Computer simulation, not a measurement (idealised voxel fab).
Process module, titled voxel gate over fins
Displayed cross-section: cut, width of 255 nm, square cells sized 5 nm.
Bands, listed from the top down, are how a cross-section gets written in this document; the cross-section itself is a grid of square cells, and a band is one or more rows of them.
Look at the band entry: it leads with the top's height and the bottom's height in nm. Then it lists the materials left to right, with a width in nm for each. The word "all across" on a single material says that material fills the band edge to edge. The word "air" is empty space.
Zero point of the height axis is 0; under it, received wafer = one material. Lowest band: continues down indefinitely, "from 0 down".
A width such as "30 to 40" changes by the same amount from each row of cells to the next, from the band's top row to its bottom row.
Any step labelled "remained the same" changed none of the cells in the cross-section.
So "Closed void inventory" is basically the list of trapped voids: any empty space of 8 cells or more that can't reach the top through an opening. They're written width x height at distance, the distance being from the left edge, and it's all nm.
Whatever follows a step's settings on its line is a remark the simulator itself makes about that step.
overlay nm: how far to the right of its planned place the mask lay on this masked step (negative: to the left).

# plan
1. RECEIVE | material Si
2. CONFORMAL_DEP | material SiN | thk nm 5
3. DIRECTIONAL_DEP | material aC | thk nm 15
4. PATTERN | tone cover | mask id FINS | material resist | width nm 15 | pitch nm 50 | thk nm 30 | overlay nm 0
5. DIRECTIONAL_ETCH | etch materials aC | depth nm 15
6. STRIP | etch materials resist
7. DIRECTIONAL_ETCH | etch materials SiN | depth nm 5
8. DIRECTIONAL_ETCH | etch materials Si | depth nm 40
9. STRIP | etch materials aC
10. OXIDIZE | depth nm 5
11. FILL_DEP | material SiO2 | thk nm 15
12. CMP | height nm 5
13. PATTERN | tone open | mask id RAIL | material resist | width nm 15 | thk nm 15 | overlay nm 0
14. DIRECTIONAL_ETCH | etch materials SiO2 | depth nm 40
15. STRIP | etch materials resist
16. CONFORMAL_DEP | material TiN | thk nm 5
17. FILL_DEP | material Ru | thk nm 10
18. CMP | height nm 5
19. SELECTIVE_ETCH | etch materials W Ru TiN | depth nm 25
20. FILL_DEP | material SiO2 | thk nm 5
21. CMP | height nm 5
22. SELECTIVE_ETCH | etch materials SiO2 | depth nm 15
23. STRIP | etch materials SiN
24. CONFORMAL_DEP | material HfO2 | thk nm 5
25. CONFORMAL_DEP | material TiN | thk nm 5
26. CONFORMAL_DEP | material TiAl | thk nm 5
27. CONFORMAL_DEP | material TiN | thk nm 5
28. FILL_DEP | material W | thk nm 10
29. CMP | height nm 25
30. CONFORMAL_DEP | material SiN | thk nm 5
The thk nm used in step 25 is not the same on every wafer, whereas the starting condition is; the value printed in the plan is the first wafer's.

# After step 1, as received: first of several wafers, cross-section
- from 0 down = Si all across
- Closed void inventory: none

# Per-wafer rows below. For each material: cells gained (+) or lost (-) since the wafer was received, as of end of module. Then: closed voids
thk nm 5 | +63 HfO2 | +2 Ru | -432 Si | +51 SiN | +327 SiO2 | +63 TiAl | +133 TiN | +99 W | Closed void inventory: none
thk nm 10 | +63 HfO2 | +2 Ru | -432 Si | +51 SiN | +327 SiO2 | +63 TiAl | +192 TiN | +40 W | Closed void inventory: none
thk nm 15 | +63 HfO2 | +2 Ru | -432 Si | +51 SiN | +327 SiO2 | +59 TiAl | +218 TiN | +18 W | Closed void inventory: none
thk nm 20 | +63 HfO2 | +2 Ru | -432 Si | +51 SiN | +327 SiO2 | +22 TiAl | +273 TiN | Closed void inventory: none
